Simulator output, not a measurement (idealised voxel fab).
The process module presented herein is designated voxel gate over fins.
The cross-section shown here is cut; it is 260 nm wide and divided into square cells measuring 5 nm on a side.
Cross-section spec: square-cell grid; bands listed top down; each band is one or more rows.
Band: top and bottom heights (nm) first, top before bottom; then materials from left to right, widths in nm. "full width" marks a sole material filling the band edge to edge. "empty" denotes empty space.
Convention: height 0 is the level below which the wafer, as received, is all one material. The lowest band does not terminate at the bottom but continues downward, represented as "0 -> down".
Per-row width for "30->40": begins at first number (top row of band), ends at second number (bottom row), increment between rows held constant.
Take "all unchanged" at face value: in the step it is given for, the cross-section changed in none of its cells.
Basically, "Closed cavities" tells you about the enclosed voids: empty spaces with no open way to the top, 8 cells or bigger, each written width x height at distance, where distance is from the left edge, all in nm.
The remark found on a step's line after its settings is issued by the simulator itself and pertains to that step.
When a step includes a mask, the "overlay nm" setting on its line states how far to the right of its planned place that mask lay, and negative values state how far to the left.
**These are the steps we planned for the process**
- 1: RECEIVE [material Si]
- 2: CONFORMAL_DEP [material SiN] [thk nm 5]
- 3: MASKED_ETCH [tone cover] [mask id FINS] [width nm 15] [pitch nm 35] [etch materials SiN] [depth nm 5] [overlay nm 0]
- 4: MASKED_ETCH [tone cover] [mask id FINS] [width nm 15] [pitch nm 35] [etch materials Si] [depth nm 35] [overlay nm 0]
- 5: OXIDIZE [depth nm 5]
- 6: FILL_DEP [material SiO2] [thk nm 15]
- 7: CMP [height nm 5]
- 8: SELECTIVE_ETCH [etch materials SiO2] [depth nm 20]
- 9: STRIP [etch materials SiN]
- 10: CONFORMAL_DEP [material HfO2] [thk nm 5]
- 11: CONFORMAL_DEP [material TiN] [thk nm 5]
- 12: CONFORMAL_DEP [material TiAl] [thk nm 5]
- 13: CONFORMAL_DEP [material TiN] [thk nm 5]
- 14: FILL_DEP [material W] [thk nm 15]
- 15: CMP [height nm 30]
- 16: CONFORMAL_DEP [material SiN] [thk nm 10]
**Cross-section, incoming material, after step 1**
- 0 -> down  Si full width
- Closed cavities: none
**Final wafer profile in cross-section after the module, from the same start and plan as above, with one mistake made during processing**
- 40 -> 30  SiN full width
- 30 -> 20  W full width
- 20 -> 15  W=90  TiAl=80  W=90
- 15 -> 5  W=90  TiAl=5  TiN=70  TiAl=5  W=90
- 5 -> 0  TiAl=95  TiN=10  HfO2=15  TiN=20  HfO2=15  TiN=10  TiAl=95
- 0 -> -10  TiN=105  HfO2=5  Si=5  HfO2=5  TiN=20  HfO2=5  Si=5  HfO2=5  TiN=105
- -10 -> -15  HfO2=110  Si=5  HfO2=30  Si=5  HfO2=110
- -15 -> -40  SiO2=110  Si=5  SiO2=30  Si=5  SiO2=110
- -40 -> down  Si full width
- Closed cavities: none
It is concluded that the wafer was processed incorrectly with respect to the plan, in that steps 12 and 13 swapped
